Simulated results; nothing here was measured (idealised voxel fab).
Presented below is a process module, voxel double patterning.
This is section cut - it's 260 nm across, gridded in 5 nm square cells.
Heads up, the way a cross-section reads in here is a grid of square cells, handed over as bands from the top down, with every band being one or more rows of cells. It is stipulated that each band's entry specify, in nanometres, the height of the top of the band and then that of its bottom, followed by the materials of the band in left-to-right sequence, each together with its width in nanometres. A single material marked by the word "all across" is understood to fill the band from edge to edge; the word "blank" is understood to denote empty space. Heights are measured from 0, the level below which the as-received wafer is all one material; the lowest band has no bottom and continues downward, written as in "0 down". With a width like "30->40", each row of cells in the band differs from the next by the same amount, the top row carrying the first number and the bottom row the second. The cross-section has no changed cell in any step marked "remains unaltered". Look at "Fully sealed voids" for the closed voids: empty spaces with no open path to the top, sized 8 cells or up. Each is width x height at distance, distance from the left edge, all nm. Formally, on a step line, whatever follows the settings is a remark that the simulator itself makes on the step. overlay nm: where the mask lay relative to plan, measured to the right, on steps with a mask; negatives go left.

PLANNED STEP LIST FOR THE PROCESS
- 1: RECEIVE (material Si)
- 2: CONFORMAL_DEP (material SiO2; thk nm 5)
- 3: DIRECTIONAL_DEP (material TiN; thk nm 20)
- 4: DIRECTIONAL_DEP (material SiCN; thk nm 10)
- 5: DIRECTIONAL_DEP (material aC; thk nm 15)
- 6: PATTERN (tone open; mask id FIRST; material resist; width nm 15; pitch nm 50; thk nm 30; overlay nm 0)
- 7: DIRECTIONAL_ETCH (etch materials aC; depth nm 15)
- 8: STRIP (etch materials resist)
- 9: DIRECTIONAL_ETCH (etch materials SiCN; depth nm 10)
- 10: STRIP (etch materials aC)
- 11: MASKED_ETCH (tone open; mask id SECOND; width nm 15; etch materials SiCN; depth nm 5; overlay nm 0)
- 12: DIRECTIONAL_ETCH (etch materials TiN; depth nm 20)
- 13: STRIP (etch materials SiCN)
Wafers differ in depth nm at step 11; plan lists the first wafer's value; identical starting state.

RECEIVED WAFERS, FIRST OF SEVERAL: CROSS-SECTION AFTER STEP 1
> 0 down = Si all across
> Fully sealed voids: none

TABLE: WAFERS, A ROW EACH; END-OF-MODULE CELL CHANGE PER MATERIAL SINCE RECEIPT, GAIN (+), LOSS (-); THEN CLOSED VOIDS
depth nm 5, +52 SiO2, +184 TiN, Fully sealed voids: none
depth nm 10, +52 SiO2, +172 TiN, Fully sealed voids: none
depth nm 15, +52 SiO2, +172 TiN, Fully sealed voids: none
depth nm 20, +52 SiO2, +172 TiN, Fully sealed voids: none
depth nm 25, +52 SiO2, +172 TiN, Fully sealed voids: none
